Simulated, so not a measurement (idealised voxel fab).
The process module that follows is named voxel wiring stack.
Shown is cross-section cut, with a width of 160 nm and square cells of size 5 nm.
Format of a cross-section: grid, square cells. Given as bands. Order: top down. Band: one or more rows of cells.
In this notation a band is specified by the heights of its top and bottom, in that order and in nm, after which its materials appear from left to right, each paired with its width in nm. The word "full width" attached to a single material means that material fills the band from edge to edge; the word "empty" stands for empty space.
Heights from 0 (as-received wafer is one material below). Bottom band endless downward, as "from 0 down".
Read "30->40" as a graded width: first number on top, second number at the bottom, same change between each pair of neighbouring rows.
"no change occurred" -> step changed no cross-section cell.
Heads up: "Enclosed cavity list" only lists the empty pockets with no open path to the top that are 8 cells or more, and it writes them as width x height at distance, distance from the left edge, in nm.
Post-settings text on a step line: simulator's own remark regarding the step.
Each step line may optionally specify "overlay nm", which for a step with a mask gives the rightward distance between the mask's planned place and where it lay, a negative value indicating the leftward direction.
Process steps (planned):
1,RECEIVE: material Si
2,CONFORMAL_DEP: material SiO2, thk nm 15
3,CONFORMAL_DEP: material SiCN, thk nm 5
4,DIRECTIONAL_DEP: material lowk, thk nm 20
5,DIRECTIONAL_DEP: material aC, thk nm 15
6,PATTERN: tone open, mask id METAL_1, material resist, width nm 25, pitch nm 45, thk nm 30, overlay nm 0
7,DIRECTIONAL_ETCH: etch materials aC, depth nm 15
8,STRIP: etch materials resist
9,DIRECTIONAL_ETCH: etch materials lowk, depth nm 20
10,DIRECTIONAL_ETCH: etch materials SiCN, depth nm 5
11,STRIP: etch materials aC
12,CONFORMAL_DEP: material TiN, thk nm 5
13,FILL_DEP: material Cu, thk nm 5
14,CMP: height nm 40
15,CONFORMAL_DEP: material SiCN, thk nm 5
16,DIRECTIONAL_DEP: material lowk, thk nm 15
17,MASKED_ETCH: tone open, mask id PLUG_1, width nm 15, pitch nm 45, etch materials lowk, depth nm 15, overlay nm 0
18,MASKED_ETCH: tone open, mask id PLUG_1, width nm 15, pitch nm 45, etch materials SiCN, depth nm 5, overlay nm 0
19,EPI: material Ru, thk nm 10
20,EPI: material Ru, thk nm 10
21,CONFORMAL_DEP: material SiCN, thk nm 5
22,DIRECTIONAL_DEP: material SiO2, thk nm 20
23,PATTERN: tone open, mask id METAL_2, material resist, width nm 25, pitch nm 45, thk nm 15, overlay nm 0
24,DIRECTIONAL_ETCH: etch materials SiO2, depth nm 20
25,DIRECTIONAL_ETCH: etch materials SiCN, depth nm 5
26,STRIP: etch materials resist
27,CONFORMAL_DEP: material TiN, thk nm 5
28,FILL_DEP: material W, thk nm 10
29,CMP: height nm 85
30,CONFORMAL_DEP: material SiCN, thk nm 5
31,DIRECTIONAL_DEP: material SiO2, thk nm 35
32,PATTERN: tone open, mask id METAL_3_HOLES, material resist, width nm 15, pitch nm 45, thk nm 20, overlay nm 0
33,DIRECTIONAL_ETCH: etch materials SiO2, depth nm 35
34,STRIP: etch materials resist
35,DIRECTIONAL_DEP: material aC, thk nm 10
36,PATTERN: tone open, mask id METAL_3, material resist, width nm 25, pitch nm 45, thk nm 30, overlay nm 0
37,DIRECTIONAL_ETCH: etch materials aC, depth nm 10
38,STRIP: etch materials resist
39,DIRECTIONAL_ETCH: etch materials SiO2, depth nm 20
40,DIRECTIONAL_ETCH: etch materials SiCN, depth nm 5
41,STRIP: etch materials aC
42,CONFORMAL_DEP: material TiN, thk nm 5
43,FILL_DEP: material Cu, thk nm 10
44,CMP: height nm 125
45,CONFORMAL_DEP: material SiCN, thk nm 5
46,DIRECTIONAL_DEP: material SiO2, thk nm 10
47,PATTERN: tone open, mask id PLUG_3, material resist, width nm 15, pitch nm 45, thk nm 15, overlay nm 0
48,DIRECTIONAL_ETCH: etch materials SiO2, depth nm 10
49,DIRECTIONAL_ETCH: etch materials SiCN, depth nm 5
50,STRIP: etch materials resist
51,EPI: material Ru, thk nm 10
52,EPI: material Ru, thk nm 5
53,DIRECTIONAL_DEP: material TiN, thk nm 5
54,DIRECTIONAL_DEP: material Ru, thk nm 20
55,PATTERN: tone cover, mask id METAL_4, material resist, width nm 25, pitch nm 45, thk nm 15, overlay nm 0
56,DIRECTIONAL_ETCH: etch materials Ru, depth nm 20
57,DIRECTIONAL_ETCH: etch materials TiN, depth nm 5
58,STRIP: etch materials resist
59,CONFORMAL_DEP: material SiN, thk nm 5
60,FILL_DEP: material lowk, thk nm 10
61,CMP: height nm 165
62,CONFORMAL_DEP: material SiCN, thk nm 5
Incoming wafer in cross-section (state: after step 1):
- from 0 down = Si full width
- Enclosed cavity list: none
Post-module cross-section of the first of two wafers (run per plan):
- from 170 to 165 = SiCN full width
- from 165 to 145 = lowk: 40, then SiN: 5, then Ru: 25, then SiN: 5, then lowk: 10, then SiN: 5, then Ru: 25, then SiN: 5, then lowk: 40
- from 145 to 140 = SiN: 45, then TiN: 25, then SiN: 20, then TiN: 25, then SiN: 45
- from 140 to 130 = SiO2: 45, then Ru: 15, then SiO2: 30, then Ru: 15, then SiO2: 55
- from 130 to 125 = SiCN: 45, then Ru: 15, then SiCN: 30, then Ru: 15, then SiCN: 55
- from 125 to 110 = SiO2: 45, then TiN: 5, then Cu: 15, then TiN: 5, then SiO2: 20, then TiN: 5, then Cu: 15, then TiN: 5, then SiO2: 45
- from 110 to 105 = SiO2: 45, then TiN: 5, then Cu: 5, then TiN: 15, then SiO2: 20, then TiN: 5, then Cu: 5, then TiN: 15, then SiO2: 45
- from 105 to 90 = SiO2: 45, then TiN: 5, then Cu: 5, then TiN: 5, then SiO2: 30, then TiN: 5, then Cu: 5, then TiN: 5, then SiO2: 55
- from 90 to 85 = SiCN: 45, then TiN: 15, then SiCN: 30, then TiN: 15, then SiCN: 55
- from 85 to 65 = SiO2: 45, then TiN: 5, then W: 15, then TiN: 5, then SiO2: 20, then TiN: 5, then W: 15, then TiN: 5, then SiO2: 45
- from 65 to 60 = SiCN: 45, then TiN: 25, then SiCN: 20, then TiN: 25, then SiCN: 45
- from 60 to 45 = lowk: 45, then Ru: 15, then lowk: 30, then Ru: 15, then lowk: 55
- from 45 to 40 = SiCN: 45, then Ru: 15, then SiCN: 30, then Ru: 15, then SiCN: 55
- from 40 to 20 = lowk: 45, then TiN: 5, then Cu: 15, then TiN: 5, then lowk: 20, then TiN: 5, then Cu: 15, then TiN: 5, then lowk: 45
- from 20 to 15 = SiCN: 45, then TiN: 25, then SiCN: 20, then TiN: 25, then SiCN: 45
- from 15 to 0 = SiO2 full width
- from 0 down = Si full width
- Enclosed cavity list: none
The second wafer, shown in cross-section after the module: started the same way as the first and given the same plan, yet one mistake crept into how it was run:
- from 170 to 165 = SiCN full width
- from 165 to 145 = lowk: 40, then SiN: 5, then Ru: 25, then SiN: 5, then lowk: 10, then SiN: 5, then Ru: 25, then SiN: 5, then lowk: 40
- from 145 to 140 = SiN: 45, then TiN: 25, then SiN: 20, then TiN: 25, then SiN: 45
- from 140 to 130 = SiO2: 45, then Ru: 15, then SiO2: 30, then Ru: 15, then SiO2: 55
- from 130 to 125 = SiCN: 45, then Ru: 15, then SiCN: 30, then Ru: 15, then SiCN: 55
- from 125 to 110 = SiO2: 45, then TiN: 5, then Cu: 15, then TiN: 5, then SiO2: 20, then TiN: 5, then Cu: 15, then TiN: 5, then SiO2: 45
- from 110 to 105 = SiO2: 45, then TiN: 5, then Cu: 5, then TiN: 15, then SiO2: 20, then TiN: 5, then Cu: 5, then TiN: 15, then SiO2: 45
- from 105 to 90 = SiO2: 45, then TiN: 5, then Cu: 5, then TiN: 5, then SiO2: 30, then TiN: 5, then Cu: 5, then TiN: 5, then SiO2: 55
- from 90 to 85 = SiCN: 45, then TiN: 15, then SiCN: 30, then TiN: 15, then SiCN: 55
- from 85 to 65 = SiO2: 45, then TiN: 5, then W: 15, then TiN: 5, then SiO2: 20, then TiN: 5, then W: 15, then TiN: 5, then SiO2: 45
- from 65 to 60 = SiCN: 45, then TiN: 25, then SiCN: 20, then TiN: 25, then SiCN: 45
- from 60 to 45 = lowk: 45, then SiCN: 5, then TiN: 5, then SiCN: 5, then lowk: 30, then SiCN: 5, then TiN: 5, then SiCN: 5, then lowk: 55
- from 45 to 40 = SiCN: 50, then TiN: 5, then SiCN: 40, then TiN: 5, then SiCN: 60
- from 40 to 20 = Cu: 40, then TiN: 5, then lowk: 25, then TiN: 5, then Cu: 10, then TiN: 5, then lowk: 25, then TiN: 5, then Cu: 40
- from 20 to 15 = TiN: 45, then SiCN: 25, then TiN: 20, then SiCN: 25, then TiN: 45
- from 15 to 0 = SiO2 full width
- from 0 down = Si full width
- Enclosed cavity list: none
Deviation from plan: so step 6 ended up running with a different setting than we planned, it ran as PATTERN: tone cover, mask id METAL_1, material resist, width nm 25, pitch nm 45, thk nm 30, overlay nm 0
Count the cells at the end and the second wafer has more or fewer of some materials than the first: Cu: 48 more | Ru: 24 fewer | SiCN: 4 more | TiN: 20 more | lowk: 48 fewer
